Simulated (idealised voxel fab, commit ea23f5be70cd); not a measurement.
Name of the process module below: voxel transistor to metal
170 nm wide, 5 nm square cells: that's cross-section cut.
Heads up, the way a cross-section reads in here is a grid of square cells, handed over as bands from the top down, with every band being one or more rows of cells.
The band entry comprises the height of the band's top followed by the height of its bottom, expressed in nm, and subsequently the band's materials from left to right, each stated together with its width in nm. Where a single material is marked with the word "throughout", that material fills the band from edge to edge. The word "air" represents empty space.
Beneath 0, the wafer as received is one material, and that level is where height counting begins. The lowest band goes on downward without a bottom; it is written like "0 down".
A width given as "30->40" starts at the first number in the band's top row and ends at the second number in its bottom row, shifting by an equal amount at every step from row to row.
Take "all unchanged" at face value: in the step it is given for, the cross-section changed in none of its cells.
"Fully sealed voids" - sealed voids, min. 8 cells, no opening to top; format: width x height at distance (distance from left edge; nm throughout).
That trailing text on a step's line, after the settings, is the simulator's own remark on the step.
overlay nm: on a step with a mask, how far right of its planned place the mask lay; negative means left.

**Planned process steps**
1 RECEIVE, material Si
2 CONFORMAL_DEP, material SiO2, thk nm 5
3 CONFORMAL_DEP, material SiN, thk nm 15
4 DIRECTIONAL_DEP, material aC, thk nm 15
5 PATTERN, tone cover, mask id ACTIVE, material resist, width nm 125, thk nm 30, overlay nm 0
6 DIRECTIONAL_ETCH, etch materials aC, depth nm 15
7 STRIP, etch materials resist
8 DIRECTIONAL_ETCH, etch materials SiN, depth nm 15
9 DIRECTIONAL_ETCH, etch materials SiO2, depth nm 5
10 DIRECTIONAL_ETCH, etch materials Si, depth nm 30
11 STRIP, etch materials aC
12 FILL_DEP, material SiO2, thk nm 5
13 CMP, height nm 20
14 SELECTIVE_ETCH, etch materials SiO2, depth nm 10
15 STRIP, etch materials SiN
16 SELECTIVE_ETCH, etch materials SiO2, depth nm 5
17 OXIDIZE, depth nm 5
18 DIRECTIONAL_DEP, material polySi, thk nm 30
19 DIRECTIONAL_DEP, material SiCN, thk nm 10
20 PATTERN, tone cover, mask id GATE, material resist, width nm 25, thk nm 20, overlay nm 0
21 DIRECTIONAL_ETCH, etch materials SiCN, depth nm 20
22 DIRECTIONAL_ETCH, etch materials polySi, depth nm 40
23 STRIP, etch materials resist
24 CONFORMAL_DEP, material SiO2, thk nm 5
25 DIRECTIONAL_ETCH, etch materials SiO2, depth nm 5
26 CONFORMAL_DEP, material SiN, thk nm 5
27 DIRECTIONAL_ETCH, etch materials SiN, depth nm 5
28 DIRECTIONAL_ETCH, etch materials SiO2, depth nm 5
29 DIRECTIONAL_ETCH, etch materials Si, depth nm 15
30 EPI, material SiGe, thk nm 20
31 FILL_DEP, material SiO2, thk nm 5
32 CMP, height nm 30
33 STRIP, etch materials polySi
34 SELECTIVE_ETCH, etch materials SiO2, depth nm 5
35 CONFORMAL_DEP, material HfO2, thk nm 5
36 CONFORMAL_DEP, material TiN, thk nm 5
37 FILL_DEP, material W, thk nm 5
38 CMP, height nm 25
39 DIRECTIONAL_DEP, material SiO2, thk nm 10
40 PATTERN, tone open, mask id CONTACT, material resist, width nm 20, pitch nm 85, thk nm 20, overlay nm 0
41 DIRECTIONAL_ETCH, etch materials SiO2, depth nm 20
42 STRIP, etch materials resist
43 CONFORMAL_DEP, material TiN, thk nm 5
44 FILL_DEP, material W, thk nm 10
45 CMP, height nm 35
46 CONFORMAL_DEP, material SiCN, thk nm 5
47 DIRECTIONAL_DEP, material lowk, thk nm 15
48 DIRECTIONAL_DEP, material aC, thk nm 10
49 PATTERN, tone open, mask id METAL_1, material resist, width nm 20, pitch nm 85, thk nm 30, overlay nm 0
50 DIRECTIONAL_ETCH, etch materials aC, depth nm 10
51 STRIP, etch materials resist
52 DIRECTIONAL_ETCH, etch materials lowk, depth nm 15
53 DIRECTIONAL_ETCH, etch materials SiCN, depth nm 5
54 STRIP, etch materials aC
55 CONFORMAL_DEP, material TiN, thk nm 5
56 FILL_DEP, material Cu, thk nm 5
57 CMP, height nm 55
58 EPI, material Ru, thk nm 5
59 FILL_DEP, material SiCN, thk nm 5
60 DIRECTIONAL_DEP, material SiO2, thk nm 25
61 DIRECTIONAL_DEP, material aC, thk nm 10
62 PATTERN, tone open, mask id METAL_2_HOLES, material resist, width nm 15, pitch nm 85, thk nm 30, overlay nm 0
63 DIRECTIONAL_ETCH, etch materials aC, depth nm 10
64 STRIP, etch materials resist
65 DIRECTIONAL_ETCH, etch materials SiO2, depth nm 25
66 STRIP, etch materials aC
67 PATTERN, tone open, mask id METAL_2, material resist, width nm 20, pitch nm 85, thk nm 15, overlay nm -15
68 DIRECTIONAL_ETCH, etch materials SiO2, depth nm 15
69 DIRECTIONAL_ETCH, etch materials SiCN, depth nm 5
70 STRIP, etch materials resist
71 CONFORMAL_DEP, material TiN, thk nm 5
72 FILL_DEP, material Cu, thk nm 10
73 CMP, height nm 90
74 CONFORMAL_DEP, material SiN, thk nm 5
What sets these wafers apart? The overlay nm at step 67. They all start alike, and the plan carries the first wafer's value.

**As received, i.e. after step 1: cross-section through the first of several wafers**
    0 down: Si throughout
    Fully sealed voids: none

**Take any row and you have a wafer at the end of the module: how many cells of each material it has gained (+) or lost (-) since it was received, and then its closed voids**
overlay nm -15, +32 Cu, +17 HfO2, +12 Ru, -121 Si, +80 SiCN, +108 SiGe, +46 SiN, +287 SiO2, +83 TiN, +24 W, +78 lowk, Fully sealed voids: none
overlay nm -10, +28 Cu, +17 HfO2, +12 Ru, -121 Si, +78 SiCN, +108 SiGe, +46 SiN, +293 SiO2, +83 TiN, +24 W, +78 lowk, Fully sealed voids: none
overlay nm -5, +26 Cu, +17 HfO2, +12 Ru, -121 Si, +76 SiCN, +108 SiGe, +46 SiN, +299 SiO2, +81 TiN, +24 W, +78 lowk, Fully sealed voids: none
overlay nm 0, +26 Cu, +17 HfO2, +12 Ru, -121 Si, +76 SiCN, +108 SiGe, +46 SiN, +299 SiO2, +81 TiN, +24 W, +78 lowk, Fully sealed voids: none
overlay nm 5, +28 Cu, +17 HfO2, +12 Ru, -121 Si, +78 SiCN, +108 SiGe, +46 SiN, +293 SiO2, +83 TiN, +24 W, +78 lowk, Fully sealed voids: none
overlay nm 10, +32 Cu, +17 HfO2, +12 Ru, -121 Si, +80 SiCN, +108 SiGe, +46 SiN, +287 SiO2, +83 TiN, +24 W, +78 lowk, Fully sealed voids: none
overlay nm 15, +36 Cu, +17 HfO2, +12 Ru, -121 Si, +82 SiCN, +108 SiGe, +46 SiN, +281 SiO2, +83 TiN, +24 W, +78 lowk, Fully sealed voids: none
